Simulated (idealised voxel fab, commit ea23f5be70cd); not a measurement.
process module | voxel gate over fins
Square cells of 5 nm make up the cross-section cut, whose width is 250 nm.
Just so we're on the same page, the cross-sections are grids of square cells, and they're listed out in bands top to bottom, each band one or more rows deep.
Band entry format. Leading values: height of top, height of bottom, nm. Remainder: materials in left-to-right order, each with its width in nm. Special words: "everywhere" on a single material, which then fills the band edge to edge; "empty", empty space.
A quick word on heights: they are counted from 0, and under that level the wafer as it came to us is one material throughout. The lowest band is different from the rest in having no bottom; it simply continues downward, written as in "0 nm and below".
Think of "30..40" as a width that walks from the first number to the second as you go down the band, top row to bottom row, taking equal-sized steps from row to row.
"no modifications" -> step changed no cross-section cell.
Closed empty spaces (no open way to the top) of 8 cells or more are what "Closed internal cavities" lists, each as width x height at distance from the left edge, nm for all three.
Past the settings on a step's line: simulator remark, on that step.
overlay nm, on a step with a mask: how far to the right of its planned place the mask lay; to the left if negative

The process steps that were planned are listed below:
1 RECEIVE (material Si)
2 CONFORMAL_DEP (material SiN; thk nm 5)
3 MASKED_ETCH (tone cover; mask id FINS; width nm 15; pitch nm 35; etch materials SiN; depth nm 5; overlay nm 0)
4 MASKED_ETCH (tone cover; mask id FINS; width nm 15; pitch nm 35; etch materials Si; depth nm 35; overlay nm -15)
5 OXIDIZE (depth nm 5)
6 FILL_DEP (material SiO2; thk nm 10)
7 CMP (height nm 5)
8 SELECTIVE_ETCH (etch materials SiO2; depth nm 15)
9 STRIP (etch materials SiN)
10 CONFORMAL_DEP (material HfO2; thk nm 5)
11 CONFORMAL_DEP (material TiN; thk nm 5)
12 CONFORMAL_DEP (material TiAl; thk nm 5)
13 CONFORMAL_DEP (material TiN; thk nm 5)
14 FILL_DEP (material W; thk nm 10)
15 CMP (height nm 25)
16 CONFORMAL_DEP (material SiN; thk nm 10)
Among the wafers covered here, the point of difference is the overlay nm at step 4; their starting state is shared, and the plan presents the value of the first wafer.

As-received cross-section, first of several wafers, post step 1:
  0 nm and below | Si everywhere
  Closed internal cavities: none

The cross-section of the first of several wafers is given below for the end of the module, after its final step, step 16:
  35 nm to 25 nm | SiN everywhere
  25 nm to 20 nm | W everywhere
  20 nm to 15 nm | 85 W | 80 TiN | 85 W
  15 nm to 10 nm | 70 W | 20 TiN | 70 TiAl | 5 TiN | 85 W
  10 nm to 5 nm | 75 TiN | 20 TiAl | 25 TiN | 10 TiAl | 25 TiN | 5 TiAl | 90 TiN
  5 nm to 0 nm | 80 TiAl | 20 TiN | 15 HfO2 | 20 TiN | 15 HfO2 | 5 TiN | 95 TiAl
  0 nm to -5 nm | 85 TiN | 20 HfO2 | 5 Si | 5 HfO2 | 5 TiN | 20 HfO2 | 5 Si | 5 HfO2 | 100 TiN
  -5 nm to -10 nm | 90 HfO2 | 20 Si | 15 HfO2 | 20 Si | 105 HfO2
  -10 nm to -40 nm | 90 SiO2 | 20 Si | 15 SiO2 | 20 Si | 105 SiO2
  -40 nm and below | Si everywhere
  Closed internal cavities: none

Cross-sectional view of the final wafer of several at the module's end:
  35 nm to 25 nm | SiN everywhere
  25 nm to 20 nm | W everywhere
  20 nm to 15 nm | 85 W | 80 TiN | 85 W
  15 nm to 10 nm | 85 W | 5 TiN | 70 TiAl | 20 TiN | 70 W
  10 nm to 5 nm | 90 TiN | 5 TiAl | 25 TiN | 10 TiAl | 25 TiN | 20 TiAl | 75 TiN
  5 nm to 0 nm | 95 TiAl | 5 TiN | 15 HfO2 | 20 TiN | 15 HfO2 | 20 TiN | 80 TiAl
  0 nm to -5 nm | 100 TiN | 5 HfO2 | 5 Si | 20 HfO2 | 5 TiN | 5 HfO2 | 5 Si | 20 HfO2 | 85 TiN
  -5 nm to -10 nm | 105 HfO2 | 20 Si | 15 HfO2 | 20 Si | 90 HfO2
  -10 nm to -40 nm | 105 SiO2 | 20 Si | 15 SiO2 | 20 Si | 90 SiO2
  -40 nm and below | Si everywhere
  Closed internal cavities: none

Basically each wafer gets a line in the table, showing it at the end of the module: material by material, the cells it gained (+) or lost (-) since we got it, then its closed voids:
overlay nm -15; +58 HfO2; -342 Si; +100 SiN; +252 SiO2; +56 TiAl; +111 TiN; +115 W; Closed internal cavities: none
overlay nm -10; +58 HfO2; -356 Si; +100 SiN; +264 SiO2; +56 TiAl; +112 TiN; +116 W; Closed internal cavities: none
overlay nm -5; +58 HfO2; -370 Si; +100 SiN; +276 SiO2; +57 TiAl; +112 TiN; +117 W; Closed internal cavities: none
overlay nm 0; +58 HfO2; -384 Si; +100 SiN; +288 SiO2; +58 TiAl; +112 TiN; +118 W; Closed internal cavities: none
overlay nm 5; +58 HfO2; -370 Si; +100 SiN; +276 SiO2; +57 TiAl; +112 TiN; +117 W; Closed internal cavities: none
overlay nm 10; +58 HfO2; -356 Si; +100 SiN; +264 SiO2; +56 TiAl; +112 TiN; +116 W; Closed internal cavities: none
overlay nm 15; +58 HfO2; -342 Si; +100 SiN; +252 SiO2; +56 TiAl; +111 TiN; +115 W; Closed internal cavities: none
